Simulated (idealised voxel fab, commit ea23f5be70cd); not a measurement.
process module | voxel transistor to metal
cross-section cut | 270 nm wide | cells 5 nm
A cross-section is a grid of square cells, given in bands from the top down. A band is one or more rows of cells.
Each band's line starts with the height of the band's top and of its bottom, in nm. Then come its materials from left to right, each with its width in nm. One material with "throughout" fills the band from edge to edge. "air" is empty space.
Height 0 is the level under which the wafer as received is all one material. The lowest band goes on downwards, as in "0 down".
A width such as "30 to 40" changes by the same amount from each row of cells to the next, from the band's top row to its bottom row.
"no change" after a step means that no cell of the cross-section changed.
closed voids: empty space of 8 cells or more with no open way to the top, each as width x height at its distance from the left edge, in nm
after a step's settings: what the simulator itself notes on the step
overlay nm, on a step with a mask: how far to the right of its planned place the mask lay; to the left if negative
plan
1 op RECEIVE | material Si
2 op OXIDIZE | depth nm 5
3 op CONFORMAL_DEP | material SiN | thk nm 15
4 op DIRECTIONAL_DEP | material aC | thk nm 10
5 op PATTERN | tone cover | mask id ACTIVE | material resist | width nm 105 | pitch nm 125 | thk nm 30 | overlay nm 0
6 op DIRECTIONAL_ETCH | etch materials aC | depth nm 10
7 op STRIP | etch materials resist
8 op DIRECTIONAL_ETCH | etch materials SiN | depth nm 15
9 op DIRECTIONAL_ETCH | etch materials SiO2 | depth nm 5
10 op DIRECTIONAL_ETCH | etch materials Si | depth nm 30
11 op STRIP | etch materials aC
12 op FILL_DEP | material SiO2 | thk nm 10
13 op CMP | height nm 15
14 op SELECTIVE_ETCH | etch materials SiO2 | depth nm 15
15 op STRIP | etch materials SiN
16 op SELECTIVE_ETCH | etch materials SiO2 | depth nm 5
17 op OXIDIZE | depth nm 5
18 op DIRECTIONAL_DEP | material polySi | thk nm 20
19 op DIRECTIONAL_DEP | material SiCN | thk nm 15
20 op MASKED_ETCH | tone cover | mask id GATE | width nm 25 | pitch nm 125 | etch materials SiCN | depth nm 25 | overlay nm 0
21 op MASKED_ETCH | tone cover | mask id GATE | width nm 25 | pitch nm 125 | etch materials polySi | depth nm 30 | overlay nm 0
22 op CONFORMAL_DEP | material SiO2 | thk nm 5
23 op DIRECTIONAL_ETCH | etch materials SiO2 | depth nm 5
24 op CONFORMAL_DEP | material SiN | thk nm 5
25 op DIRECTIONAL_ETCH | etch materials SiN | depth nm 5
26 op DIRECTIONAL_ETCH | etch materials SiO2 | depth nm 5
27 op EPI | material nSi | thk nm 5
28 op FILL_DEP | material SiO2 | thk nm 10
29 op CMP | height nm 30
30 op DIRECTIONAL_DEP | material SiO2 | thk nm 15
31 op DIRECTIONAL_DEP | material aC | thk nm 15
32 op PATTERN | tone open | mask id CONTACT | material resist | width nm 30 | thk nm 35 | overlay nm 0
33 op DIRECTIONAL_ETCH | etch materials aC | depth nm 15
34 op STRIP | etch materials resist
35 op DIRECTIONAL_ETCH | etch materials SiO2 | depth nm 50
36 op STRIP | etch materials aC
37 op CONFORMAL_DEP | material TiN | thk nm 5
38 op FILL_DEP | material Ru | thk nm 10
39 op CMP | height nm 45
40 op DIRECTIONAL_DEP | material TiN | thk nm 5
41 op DIRECTIONAL_DEP | material W | thk nm 25
42 op MASKED_ETCH | tone cover | mask id METAL_1 | width nm 20 | etch materials W | depth nm 25 | overlay nm 0
43 op MASKED_ETCH | tone cover | mask id METAL_1 | width nm 20 | etch materials TiN | depth nm 5 | overlay nm 0
44 op FILL_DEP | material lowk | thk nm 5
45 op CMP | height nm 75
46 op CONFORMAL_DEP | material SiN | thk nm 5
varied across the wafers: thk nm of step 40. The plan shows the first wafer's value. All wafers start alike
first wafer as received, after step 1
  0 down: Si throughout
  closed voids: none
each wafer at the end: cells of each material gained (+) or lost (-) since it was received, then its closed voids
thk nm 5 | +116 Ru | -168 Si | +30 SiCN | +82 SiN | +316 SiO2 | +112 TiN | +80 W | +228 lowk | +28 nSi | +40 polySi | closed voids: none
thk nm 10 | +116 Ru | -168 Si | +30 SiCN | +82 SiN | +316 SiO2 | +166 TiN | +64 W | +190 lowk | +28 nSi | +40 polySi | closed voids: none
thk nm 15 | +116 Ru | -168 Si | +30 SiCN | +82 SiN | +316 SiO2 | +220 TiN | +48 W | +152 lowk | +28 nSi | +40 polySi | closed voids: none
thk nm 20 | +116 Ru | -168 Si | +30 SiCN | +82 SiN | +316 SiO2 | +274 TiN | +32 W | +114 lowk | +28 nSi | +40 polySi | closed voids: none
